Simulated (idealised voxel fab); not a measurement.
process module | voxel self aligned vias
cross-section cut | 235 nm wide | cells 5 nm
A cross-section is a grid of square cells, given in bands from the top down. A band is one or more rows of cells.
Each band's line starts with the height of the band's top and of its bottom, in nm. Then come its materials from left to right, each with its width in nm. One material with "throughout" fills the band from edge to edge. "air" is empty space.
Height 0 is the level under which the wafer as received is all one material. The lowest band goes on downwards, as in "0 down".
A width such as "30 to 40" changes by the same amount from each row of cells to the next, from the band's top row to its bottom row.
"no change" after a step means that no cell of the cross-section changed.
closed voids: empty space of 8 cells or more with no open way to the top, each as width x height at its distance from the left edge, in nm
after a step's settings: what the simulator itself notes on the step
overlay nm, on a step with a mask: how far to the right of its planned place the mask lay; to the left if negative
plan
1 op RECEIVE | material Si
2 op CONFORMAL_DEP | material SiO2 | thk nm 15
3 op CONFORMAL_DEP | material SiCN | thk nm 5
4 op DIRECTIONAL_DEP | material SiO2 | thk nm 30
5 op MASKED_ETCH | tone open | mask id LINES | width nm 30 | pitch nm 65 | etch materials SiO2 | depth nm 30 | overlay nm 0
6 op CONFORMAL_DEP | material TiN | thk nm 5
7 op FILL_DEP | material Ru | thk nm 10
8 op CMP | height nm 50
9 op SELECTIVE_ETCH | etch materials W Ru TiN | depth nm 5
10 op FILL_DEP | material SiN | thk nm 5
11 op CMP | height nm 50
12 op DIRECTIONAL_DEP | material SiO2 | thk nm 20
13 op DIRECTIONAL_DEP | material aC | thk nm 10
14 op PATTERN | tone open | mask id VIAS | material resist | width nm 40 | pitch nm 65 | thk nm 25 | overlay nm 0
15 op DIRECTIONAL_ETCH | etch materials aC | depth nm 10
16 op STRIP | etch materials resist
17 op DIRECTIONAL_ETCH | etch materials SiO2 | depth nm 20
18 op DIRECTIONAL_ETCH | etch materials SiN | depth nm 5
19 op STRIP | etch materials aC
20 op CONFORMAL_DEP | material TiN | thk nm 5
21 op FILL_DEP | material W | thk nm 5
22 op CMP | height nm 70
23 op CONFORMAL_DEP | material SiN | thk nm 5
first wafer, as planned
as received, after step 1
  0 down: Si throughout
  closed voids: none
after step 2
  15 to 0: SiO2 throughout
  below 0: unchanged
after step 3
  20 to 15: SiCN throughout
  below 15: unchanged
after step 4
  50 to 20: SiO2 throughout
  below 20: unchanged
after step 5
  50 to 20: SiO2 70 | air 30 | SiO2 35 | air 30 | SiO2 70
  below 20: unchanged
after step 6
  55 to 50: TiN 75 | air 20 | TiN 45 | air 20 | TiN 75
  50 to 25: SiO2 70 | TiN 5 | air 20 | TiN 5 | SiO2 35 | TiN 5 | air 20 | TiN 5 | SiO2 70
  25 to 20: SiO2 70 | TiN 30 | SiO2 35 | TiN 30 | SiO2 70
  below 20: unchanged
after step 7
  65 to 55: Ru throughout
  55 to 50: TiN 75 | Ru 20 | TiN 45 | Ru 20 | TiN 75
  50 to 25: SiO2 70 | TiN 5 | Ru 20 | TiN 5 | SiO2 35 | TiN 5 | Ru 20 | TiN 5 | SiO2 70
  below 25: unchanged
after step 8
  50 to 25: SiO2 70 | TiN 5 | Ru 20 | TiN 5 | SiO2 35 | TiN 5 | Ru 20 | TiN 5 | SiO2 70
  below 25: unchanged
after step 9
  50 to 45: SiO2 70 | air 30 | SiO2 35 | air 30 | SiO2 70
  below 45: unchanged
after step 10
  55 to 50: SiN throughout
  50 to 45: SiO2 70 | SiN 30 | SiO2 35 | SiN 30 | SiO2 70
  below 45: unchanged
after step 11
  50 to 45: SiO2 70 | SiN 30 | SiO2 35 | SiN 30 | SiO2 70
  below 45: unchanged
after step 12
  70 to 50: SiO2 throughout
  below 50: unchanged
after step 13
  80 to 70: aC throughout
  below 70: unchanged
after step 14
  105 to 80: resist 65 | air 40 | resist 25 | air 40 | resist 65
  below 80: unchanged
after step 15
  95 to 80: resist 65 | air 40 | resist 25 | air 40 | resist 65
  80 to 70: aC 65 | air 40 | aC 25 | air 40 | aC 65
  below 70: unchanged
after step 16
  80 to 70: aC 65 | air 40 | aC 25 | air 40 | aC 65
  below 70: unchanged
after step 17
  80 to 70: aC 65 | air 40 | aC 25 | air 40 | aC 65
  70 to 50: SiO2 65 | air 40 | SiO2 25 | air 40 | SiO2 65
  below 50: unchanged
after step 18
  80 to 70: aC 65 | air 40 | aC 25 | air 40 | aC 65
  70 to 50: SiO2 65 | air 40 | SiO2 25 | air 40 | SiO2 65
  50 to 45: SiO2 70 | air 30 | SiO2 35 | air 30 | SiO2 70
  below 45: unchanged
after step 19
  70 to 50: SiO2 65 | air 40 | SiO2 25 | air 40 | SiO2 65
  below 50: unchanged
after step 20
  75 to 70: TiN 70 | air 30 | TiN 35 | air 30 | TiN 70
  70 to 55: SiO2 65 | TiN 5 | air 30 | TiN 5 | SiO2 25 | TiN 5 | air 30 | TiN 5 | SiO2 65
  55 to 50: SiO2 65 | TiN 10 | air 20 | TiN 10 | SiO2 25 | TiN 10 | air 20 | TiN 10 | SiO2 65
  50 to 45: SiO2 70 | TiN 30 | SiO2 35 | TiN 30 | SiO2 70
  below 45: unchanged
after step 21
  80 to 75: W throughout
  75 to 70: TiN 70 | W 30 | TiN 35 | W 30 | TiN 70
  70 to 55: SiO2 65 | TiN 5 | W 30 | TiN 5 | SiO2 25 | TiN 5 | W 30 | TiN 5 | SiO2 65
  55 to 50: SiO2 65 | TiN 10 | W 20 | TiN 10 | SiO2 25 | TiN 10 | W 20 | TiN 10 | SiO2 65
  below 50: unchanged
after step 22
  70 to 55: SiO2 65 | TiN 5 | W 30 | TiN 5 | SiO2 25 | TiN 5 | W 30 | TiN 5 | SiO2 65
  below 55: unchanged
after step 23
  75 to 70: SiN throughout
  below 70: unchanged
second wafer: like start, like plan, one mistake. Through step 13 it matches the first wafer
when step 14 should have ended
  105 to 80: air 65 | resist 40 | air 25 | resist 40 | air 65
  below 80: unchanged
when step 15 should have ended
  95 to 80: air 65 | resist 40 | air 25 | resist 40 | air 65
  80 to 70: air 65 | aC 40 | air 25 | aC 40 | air 65
  below 70: unchanged
when step 16 should have ended
  80 to 70: air 65 | aC 40 | air 25 | aC 40 | air 65
  below 70: unchanged
when step 17 should have ended
  80 to 70: air 65 | aC 40 | air 25 | aC 40 | air 65
  70 to 50: air 65 | SiO2 40 | air 25 | SiO2 40 | air 65
  below 50: unchanged
when step 18 should have ended: no change
when step 19 should have ended
  70 to 50: air 65 | SiO2 40 | air 25 | SiO2 40 | air 65
  below 50: unchanged
when step 20 should have ended
  75 to 70: air 60 | TiN 50 | air 15 | TiN 50 | air 60
  70 to 55: air 60 | TiN 5 | SiO2 40 | TiN 5 | air 15 | TiN 5 | SiO2 40 | TiN 5 | air 60
  55 to 50: TiN 65 | SiO2 40 | TiN 25 | SiO2 40 | TiN 65
  below 50: unchanged
when step 21 should have ended
  80 to 75: W throughout
  75 to 70: W 60 | TiN 50 | W 15 | TiN 50 | W 60
  70 to 55: W 60 | TiN 5 | SiO2 40 | TiN 5 | W 15 | TiN 5 | SiO2 40 | TiN 5 | W 60
  below 55: unchanged
when step 22 should have ended
  70 to 55: W 60 | TiN 5 | SiO2 40 | TiN 5 | W 15 | TiN 5 | SiO2 40 | TiN 5 | W 60
  below 55: unchanged
when step 23 should have ended
  75 to 70: SiN throughout
  below 70: unchanged
what went wrong: step 14 ran as: op PATTERN | tone cover | mask id VIAS | material resist | width nm 40 | pitch nm 65 | thk nm 25 | overlay nm 0
at the end the second wafer has, in cells: 12 more of SiN | 60 fewer of SiO2 | 11 more of TiN | 37 more of W
